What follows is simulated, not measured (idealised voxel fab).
process module | voxel capacitor over wiring
cross-section cut | 155 nm wide | cells 5 nm
A cross-section is a grid of square cells, given in bands from the top down. A band is one or more rows of cells.
Each band's line starts with the height of the band's top and of its bottom, in nm. Then come its materials from left to right, each with its width in nm. One material with "throughout" fills the band from edge to edge. "air" is empty space.
Height 0 is the level under which the wafer as received is all one material. The lowest band goes on downwards, as in "0 down".
A width such as "30 to 40" changes by the same amount from each row of cells to the next, from the band's top row to its bottom row.
"no change" after a step means that no cell of the cross-section changed.
closed voids: empty space of 8 cells or more with no open way to the top, each as width x height at its distance from the left edge, in nm
after a step's settings: what the simulator itself notes on the step
overlay nm, on a step with a mask: how far to the right of its planned place the mask lay; to the left if negative
plan
1 op RECEIVE | material Si
2 op CONFORMAL_DEP | material SiO2 | thk nm 10
3 op CONFORMAL_DEP | material SiCN | thk nm 5
4 op DIRECTIONAL_DEP | material SiO2 | thk nm 20
5 op DIRECTIONAL_DEP | material aC | thk nm 15
6 op PATTERN | tone open | mask id METAL_1 | material resist | width nm 30 | pitch nm 90 | thk nm 35 | overlay nm 0
7 op DIRECTIONAL_ETCH | etch materials aC | depth nm 15
8 op STRIP | etch materials resist
9 op DIRECTIONAL_ETCH | etch materials SiO2 | depth nm 20
10 op DIRECTIONAL_ETCH | etch materials SiCN | depth nm 5
11 op STRIP | etch materials aC
12 op CONFORMAL_DEP | material TiN | thk nm 5
13 op FILL_DEP | material Ru | thk nm 10
14 op CMP | height nm 35
15 op CONFORMAL_DEP | material SiCN | thk nm 5
16 op DIRECTIONAL_DEP | material SiO2 | thk nm 20
17 op PATTERN | tone open | mask id PLUG_1 | material resist | width nm 15 | thk nm 20 | overlay nm 0
18 op DIRECTIONAL_ETCH | etch materials SiO2 | depth nm 20
19 op DIRECTIONAL_ETCH | etch materials SiCN | depth nm 5
20 op STRIP | etch materials resist
21 op EPI | material Ru | thk nm 10
22 op EPI | material Ru | thk nm 10
23 op EPI | material Ru | thk nm 5
24 op DIRECTIONAL_DEP | material TiN | thk nm 10
25 op DIRECTIONAL_DEP | material Al2O3 | thk nm 5
26 op DIRECTIONAL_DEP | material TiN | thk nm 10
27 op DIRECTIONAL_DEP | material aC | thk nm 15
28 op PATTERN | tone cover | mask id UPPER_PLATE | material resist | width nm 65 | thk nm 30 | overlay nm 0
29 op DIRECTIONAL_ETCH | etch materials aC | depth nm 15
30 op STRIP | etch materials resist
31 op DIRECTIONAL_ETCH | etch materials TiN | depth nm 10
32 op DIRECTIONAL_ETCH | etch materials Al2O3 | depth nm 5
33 op STRIP | etch materials aC
34 op DIRECTIONAL_DEP | material aC | thk nm 10
35 op PATTERN | tone cover | mask id LOWER_PLATE | material resist | width nm 75 | thk nm 30 | overlay nm 0
36 op DIRECTIONAL_ETCH | etch materials aC | depth nm 10
37 op STRIP | etch materials resist
38 op DIRECTIONAL_ETCH | etch materials TiN | depth nm 10
39 op STRIP | etch materials aC
40 op FILL_DEP | material SiO2 | thk nm 15
41 op CMP | height nm 95
42 op DIRECTIONAL_DEP | material aC | thk nm 15
43 op PATTERN | tone open | mask id PLUG_2 | material resist | width nm 15 | thk nm 35 | overlay nm 0
44 op DIRECTIONAL_ETCH | etch materials aC | depth nm 15
45 op STRIP | etch materials resist
46 op DIRECTIONAL_ETCH | etch materials SiO2 | depth nm 10
47 op STRIP | etch materials aC
48 op CONFORMAL_DEP | material TiN | thk nm 5
49 op FILL_DEP | material Ru | thk nm 10
50 op CMP | height nm 95
51 op CONFORMAL_DEP | material SiN | thk nm 5
as received, after step 1
  0 down: Si throughout
  closed voids: none
a wafer at the end: this start, this plan, one mistake
  100 to 95: SiN throughout
  95 to 90: SiO2 40 | TiN 5 | Ru 5 | TiN 5 | SiO2 100
  90 to 85: SiO2 40 | TiN 15 | SiO2 100
  85 to 75: SiO2 30 | TiN 65 | SiO2 60
  75 to 65: SiO2 25 | TiN 75 | SiO2 55
  65 to 60: Al2O3 throughout
  60 to 40: SiO2 30 | Ru 15 | SiO2 110
  40 to 35: SiCN 30 | Ru 15 | SiCN 110
  35 to 15: SiO2 15 | TiN 5 | Ru 20 | TiN 5 | SiO2 60 | TiN 5 | Ru 20 | TiN 5 | SiO2 20
  15 to 10: SiCN 15 | TiN 30 | SiCN 60 | TiN 30 | SiCN 20
  10 to 0: SiO2 throughout
  0 down: Si throughout
  closed voids: none
what went wrong: steps 24 and 25 were swapped
